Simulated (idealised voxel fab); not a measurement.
The following process module bears the name voxel spacer lines.
We display cut, a cross-section 200 nm in width whose square cells are each 5 nm.
We lay out every cross-section as a grid of square cells and spell it out in bands from the top down, where one band means one or more rows of cells.
This entry defines a band. It first specifies the height of the band's top and the height of its bottom in nm, and then specifies the band's materials from left to right, stating each material with its width in nm. The word "throughout" identifies a single material that fills the band from edge to edge, while the word "blank" identifies empty space.
Below 0: as-received wafer, all one material; heights counted from there. Lowest band: no bottom, goes on down, written "0 and below".
Note: "30 to 40" means the width goes from the first number (top row of the band) to the second number (bottom row) in equal steps per row of cells.
"no modifications" (step): cross-section cells unchanged, all of them.
Entry "Voids, fully enclosed". Content: empty spaces with no open connection to the top, size 8 cells or greater. Each: width x height at distance. Distance: from left edge. Unit: nm.
after a step's settings: what the simulator itself notes on the step
overlay nm: right-of-plan distance of the mask on a masked step; negative values mean left-of-plan.
Process steps (planned):
- 1: op RECEIVE | material Si
- 2: op CONFORMAL_DEP | material Al2O3 | thk nm 5
- 3: op DIRECTIONAL_DEP | material TiN | thk nm 20
- 4: op DIRECTIONAL_DEP | material polySi | thk nm 20
- 5: op PATTERN | tone cover | mask id MANDREL | material resist | width nm 20 | pitch nm 70 | thk nm 25 | overlay nm 0
- 6: op DIRECTIONAL_ETCH | etch materials polySi | depth nm 20
- 7: op STRIP | etch materials resist
- 8: op CONFORMAL_DEP | material SiO2 | thk nm 15
- 9: op DIRECTIONAL_ETCH | etch materials SiO2 | depth nm 15
- 10: op STRIP | etch materials polySi
- 11: op DIRECTIONAL_ETCH | etch materials TiN | depth nm 20
- 12: op STRIP | etch materials SiO2
First out of two wafers; run went to plan:
As-received state of the wafer in cross-section, equivalent to post-step 1:
0 and below = Si throughout
Voids, fully enclosed: none
Cross-sectional representation of the wafer at the conclusion of step 2:
5 down to 0 = Al2O3 throughout
Below a height of 0, the structure has not been altered.
Cross-sectional representation of the wafer at the conclusion of step 3:
25 down to 5 = TiN throughout
Below a height of 5, the structure has not been altered.
Cross-sectional representation of the wafer at the conclusion of step 4:
45 down to 25 = polySi throughout
Below a height of 25, the structure has not been altered.
Cross-sectional representation of the wafer at the conclusion of step 5:
70 down to 45 = 55 nm blank, then 20 nm resist, then 50 nm blank, then 20 nm resist, then 55 nm blank
Below a height of 45, the structure has not been altered.
Cross-sectional representation of the wafer at the conclusion of step 6:
70 down to 45 = 55 nm blank, then 20 nm resist, then 50 nm blank, then 20 nm resist, then 55 nm blank
45 down to 25 = 55 nm blank, then 20 nm polySi, then 50 nm blank, then 20 nm polySi, then 55 nm blank
Below a height of 25, the structure has not been altered.
Cross-sectional representation of the wafer at the conclusion of step 7:
45 down to 25 = 55 nm blank, then 20 nm polySi, then 50 nm blank, then 20 nm polySi, then 55 nm blank
Below a height of 25, the structure has not been altered.
Cross-sectional representation of the wafer at the conclusion of step 8:
60 down to 45 = 40 nm blank, then 50 nm SiO2, then 20 nm blank, then 50 nm SiO2, then 40 nm blank
45 down to 40 = 40 nm blank, then 15 nm SiO2, then 20 nm polySi, then 15 nm SiO2, then 20 nm blank, then 15 nm SiO2, then 20 nm polySi, then 15 nm SiO2, then 40 nm blank
40 down to 25 = 55 nm SiO2, then 20 nm polySi, then 50 nm SiO2, then 20 nm polySi, then 55 nm SiO2
Below a height of 25, the structure has not been altered.
Cross-sectional representation of the wafer at the conclusion of step 9:
45 down to 25 = 40 nm blank, then 15 nm SiO2, then 20 nm polySi, then 15 nm SiO2, then 20 nm blank, then 15 nm SiO2, then 20 nm polySi, then 15 nm SiO2, then 40 nm blank
Below a height of 25, the structure has not been altered.
Cross-sectional representation of the wafer at the conclusion of step 10:
45 down to 25 = 40 nm blank, then 15 nm SiO2, then 20 nm blank, then 15 nm SiO2, then 20 nm blank, then 15 nm SiO2, then 20 nm blank, then 15 nm SiO2, then 40 nm blank
Below a height of 25, the structure has not been altered.
Cross-sectional representation of the wafer at the conclusion of step 11:
45 down to 25 = 40 nm blank, then 15 nm SiO2, then 20 nm blank, then 15 nm SiO2, then 20 nm blank, then 15 nm SiO2, then 20 nm blank, then 15 nm SiO2, then 40 nm blank
25 down to 5 = 40 nm blank, then 15 nm TiN, then 20 nm blank, then 15 nm TiN, then 20 nm blank, then 15 nm TiN, then 20 nm blank, then 15 nm TiN, then 40 nm blank
Below a height of 5, the structure has not been altered.
Cross-sectional representation of the wafer at the conclusion of step 12:
25 down to 5 = 40 nm blank, then 15 nm TiN, then 20 nm blank, then 15 nm TiN, then 20 nm blank, then 15 nm TiN, then 20 nm blank, then 15 nm TiN, then 40 nm blank
Below a height of 5, the structure has not been altered.
Here the second wafer is described. Its start and its plan were those of the first wafer. Its run contained one mistake. Up to and including step 3, it did exactly what the first wafer did:
Second wafer shown in cross-section at the time step 4 was slated to end:
45 down to 25 = Al2O3 throughout
Below a height of 25, the structure has not been altered.
Second wafer shown in cross-section at the time step 5 was slated to end:
70 down to 45 = 55 nm blank, then 20 nm resist, then 50 nm blank, then 20 nm resist, then 55 nm blank
Below a height of 45, the structure has not been altered.
Second wafer shown in cross-section at the time step 6 was slated to end: no modifications
Second wafer shown in cross-section at the time step 7 was slated to end:
45 down to 25 = Al2O3 throughout
Below a height of 25, the structure has not been altered.
Second wafer shown in cross-section at the time step 8 was slated to end:
60 down to 45 = SiO2 throughout
Below a height of 45, the structure has not been altered.
Second wafer shown in cross-section at the time step 9 was slated to end:
45 down to 25 = Al2O3 throughout
Below a height of 25, the structure has not been altered.
Second wafer shown in cross-section at the time step 10 was slated to end: no modifications
Second wafer shown in cross-section at the time step 11 was slated to end: no modifications
Second wafer shown in cross-section at the time step 12 was slated to end: no modifications
Processing error: contrary to plan, step 4 was performed as op DIRECTIONAL_DEP | material Al2O3 | thk nm 20
The second wafer ends with more or fewer cells of some materials than the first, per final count: +160 Al2O3; +112 TiN
